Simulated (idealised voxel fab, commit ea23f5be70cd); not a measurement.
Process module in this document: voxel plated lines
Displayed cross-section: cut, width of 200 nm, square cells sized 5 nm.
Cross-section, as written here: a square-cell grid given band by band from the top down, where a band holds one or more rows of cells. It is stipulated that each band's entry specify, in nanometres, the height of the top of the band and then that of its bottom, followed by the materials of the band in left-to-right sequence, each together with its width in nanometres. A single material marked by the word "everywhere" is understood to fill the band from edge to edge; the word "air" is understood to denote empty space. Heights are measured from 0, the level below which the as-received wafer is all one material; the lowest band has no bottom and continues downward, written as in "top 0, no bottom". So if you see something like "30..40" for the width, read it as the top row of the band sitting at the first number and the bottom row at the second, with every row in between moving by the same amount as the last. Key: "same as before" - step with no changed cell in the cross-section. Closed empty spaces (no open way to the top) of 8 cells or more are what "Voids, fully enclosed" lists, each as width x height at distance from the left edge, nm for all three. Post-settings text on a step line: simulator's own remark regarding the step. overlay nm, on a step with a mask: how far to the right of its planned place the mask lay; to the left if negative.
## The steps planned for the process are as follows
1,RECEIVE (material Si)
2,CONFORMAL_DEP (material SiN; thk nm 5)
3,DIRECTIONAL_DEP (material TiN; thk nm 5)
4,PATTERN (tone open; mask id LINES; material resist; width nm 25; pitch nm 45; thk nm 35; overlay nm 0)
5,EPI (material Ru; thk nm 5)
6,EPI (material Ru; thk nm 5)
7,EPI (material Ru; thk nm 10)
8,STRIP (etch materials resist)
9,DIRECTIONAL_ETCH (etch materials TiN; depth nm 5)
10,CONFORMAL_DEP (material SiO2; thk nm 10)
## Cross-section of the wafer upon arrival, representing the state reached after step 1
  top 0, no bottom: Si everywhere
  Voids, fully enclosed: none
## Looking at the first of two wafers in cross-section at end of module - ran to plan
  top 40, bottom 30: air 30, then SiO2 135, then air 35
  top 30, bottom 15: air 30, then SiO2 10, then Ru 25, then SiO2 20, then Ru 25, then SiO2 20, then Ru 25, then SiO2 10, then air 35
  top 15, bottom 10: SiO2 40, then Ru 25, then SiO2 20, then Ru 25, then SiO2 20, then Ru 25, then SiO2 45
  top 10, bottom 5: SiO2 40, then TiN 25, then SiO2 20, then TiN 25, then SiO2 20, then TiN 25, then SiO2 45
  top 5, bottom 0: SiN everywhere
  top 0, no bottom: Si everywhere
  Voids, fully enclosed: none
## Presented here is a cross-section of the second of the two wafers as it stood at the end of the module. It was started in the same manner and assigned the same plan as the first wafer; however, one mistake was made in its execution
  top 30, bottom 20: air 30, then SiO2 135, then air 35
  top 20, bottom 15: air 30, then SiO2 10, then Ru 25, then SiO2 20, then Ru 25, then SiO2 20, then Ru 25, then SiO2 10, then air 35
  top 15, bottom 10: SiO2 40, then Ru 25, then SiO2 20, then Ru 25, then SiO2 20, then Ru 25, then SiO2 45
  top 10, bottom 5: SiO2 40, then TiN 25, then SiO2 20, then TiN 25, then SiO2 20, then TiN 25, then SiO2 45
  top 5, bottom 0: SiN everywhere
  top 0, no bottom: Si everywhere
  Voids, fully enclosed: none
It is concluded that the wafer was processed incorrectly with respect to the plan, in that step 7 of the plan got skipped, so it never ran
Counted in cells at the end, the second wafer holds more or fewer of these materials than the first: -30 Ru; -24 SiO2
